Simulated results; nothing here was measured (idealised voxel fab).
process module | voxel tone inversion
cross-section cut | 280 nm wide | cells 5 nm
A cross-section is a grid of square cells, given in bands from the top down. A band is one or more rows of cells.
Each band's line starts with the height of the band's top and of its bottom, in nm. Then come its materials from left to right, each with its width in nm. One material with "throughout" fills the band from edge to edge. "air" is empty space.
Height 0 is the level under which the wafer as received is all one material. The lowest band goes on downwards, as in "0 down".
A width such as "30 to 40" changes by the same amount from each row of cells to the next, from the band's top row to its bottom row.
"no change" after a step means that no cell of the cross-section changed.
closed voids: empty space of 8 cells or more with no open way to the top, each as width x height at its distance from the left edge, in nm
after a step's settings: what the simulator itself notes on the step
overlay nm, on a step with a mask: how far to the right of its planned place the mask lay; to the left if negative
plan
1 op RECEIVE | material Si
2 op CONFORMAL_DEP | material SiN | thk nm 10
3 op DIRECTIONAL_DEP | material aC | thk nm 20
4 op PATTERN | tone cover | mask id POSTS | material resist | width nm 25 | pitch nm 40 | thk nm 25 | overlay nm 0
5 op DIRECTIONAL_ETCH | etch materials aC | depth nm 20
6 op STRIP | etch materials resist
7 op FILL_DEP | material lowk | thk nm 5
8 op CMP | height nm 20
9 op STRIP | etch materials aC
10 op CONFORMAL_DEP | material TiN | thk nm 5
11 op FILL_DEP | material Ru | thk nm 5
12 op CMP | height nm 30
13 op CONFORMAL_DEP | material SiN | thk nm 5
varied across the wafers: height nm of step 8. The plan shows the first wafer's value. All wafers start alike
first wafer as received, after step 1
  0 down: Si throughout
  closed voids: none
each wafer at the end: cells of each material gained (+) or lost (-) since it was received, then its closed voids
height nm 20 | +74 Ru | +168 SiN | +68 TiN | +82 lowk | closed voids: none
height nm 25 | +27 Ru | +168 SiN | +74 TiN | +123 lowk | closed voids: none
height nm 30 | +27 Ru | +168 SiN | +33 TiN | +164 lowk | closed voids: none
height nm 35 | +168 SiN | +60 aC | +164 lowk | closed voids: none
